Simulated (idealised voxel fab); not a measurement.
process module | voxel self aligned contacts
cross-section cut | 160 nm wide | cells 5 nm
A cross-section is a grid of square cells, given in bands from the top down. A band is one or more rows of cells.
Each band's line starts with the height of the band's top and of its bottom, in nm. Then come its materials from left to right, each with its width in nm. One material with "throughout" fills the band from edge to edge. "air" is empty space.
Height 0 is the level under which the wafer as received is all one material. The lowest band goes on downwards, as in "0 down".
A width such as "30 to 40" changes by the same amount from each row of cells to the next, from the band's top row to its bottom row.
"no change" after a step means that no cell of the cross-section changed.
closed voids: empty space of 8 cells or more with no open way to the top, each as width x height at its distance from the left edge, in nm
after a step's settings: what the simulator itself notes on the step
overlay nm, on a step with a mask: how far to the right of its planned place the mask lay; to the left if negative
plan
1 op RECEIVE | material Si
2 op OXIDIZE | depth nm 5
3 op DIRECTIONAL_DEP | material polySi | thk nm 30
4 op DIRECTIONAL_DEP | material SiN | thk nm 25
5 op DIRECTIONAL_DEP | material aC | thk nm 15
6 op PATTERN | tone cover | mask id GATE | material resist | width nm 25 | pitch nm 65 | thk nm 35 | overlay nm 0
7 op DIRECTIONAL_ETCH | etch materials aC | depth nm 15
8 op STRIP | etch materials resist
9 op DIRECTIONAL_ETCH | etch materials SiN | depth nm 25
10 op DIRECTIONAL_ETCH | etch materials polySi | depth nm 30
11 op STRIP | etch materials aC
12 op CONFORMAL_DEP | material SiN | thk nm 10
13 op DIRECTIONAL_ETCH | etch materials SiN | depth nm 10
14 op FILL_DEP | material SiO2 | thk nm 20
15 op CMP | height nm 65
16 op MASKED_ETCH | tone open | mask id CONTACT | width nm 50 | etch materials SiO2 | depth nm 70 | overlay nm 0
17 op CONFORMAL_DEP | material TiN | thk nm 5
18 op FILL_DEP | material Ru | thk nm 5
19 op CMP | height nm 65
20 op CONFORMAL_DEP | material SiN | thk nm 5
as received, after step 1
  0 down: Si throughout
  closed voids: none
first wafer at the end, as planned
  70 to 65: SiN throughout
  65 to 55: SiO2 55 | TiN 5 to 20 | Ru 40 to 10 | TiN 5 to 20 | SiO2 55
  55 to 30: SiO2 25 | SiN 45 | TiN 5 | Ru 10 | TiN 5 | SiN 45 | SiO2 25
  30 to 0: SiO2 25 | SiN 10 | polySi 25 | SiN 10 | TiN 5 | Ru 10 | TiN 5 | SiN 10 | polySi 25 | SiN 10 | SiO2 25
  0 to -5: SiO2 70 | TiN 20 | SiO2 70
  -5 down: Si throughout
  closed voids: none
second wafer at the end: like start, like plan, one mistake
  70 to 65: SiN throughout
  65 to 55: SiO2 55 | TiN 5 to 20 | Ru 40 to 10 | TiN 5 to 20 | SiO2 55
  55 to 30: SiO2 25 | SiN 45 | TiN 5 | Ru 10 | TiN 5 | SiN 45 | SiO2 25
  30 to 5: SiO2 25 | SiN 10 | polySi 25 | SiN 10 | TiN 5 | Ru 10 | TiN 5 | SiN 10 | polySi 25 | SiN 10 | SiO2 25
  5 to 0: SiO2 25 | SiN 10 | polySi 25 | SiN 10 | TiN 20 | SiN 10 | polySi 25 | SiN 10 | SiO2 25
  0 down: Si throughout
  closed voids: none
what went wrong: step 2 was left out
at the end the second wafer has, in cells: 2 fewer of Ru | 32 more of Si | 28 fewer of SiO2 | 2 fewer of TiN
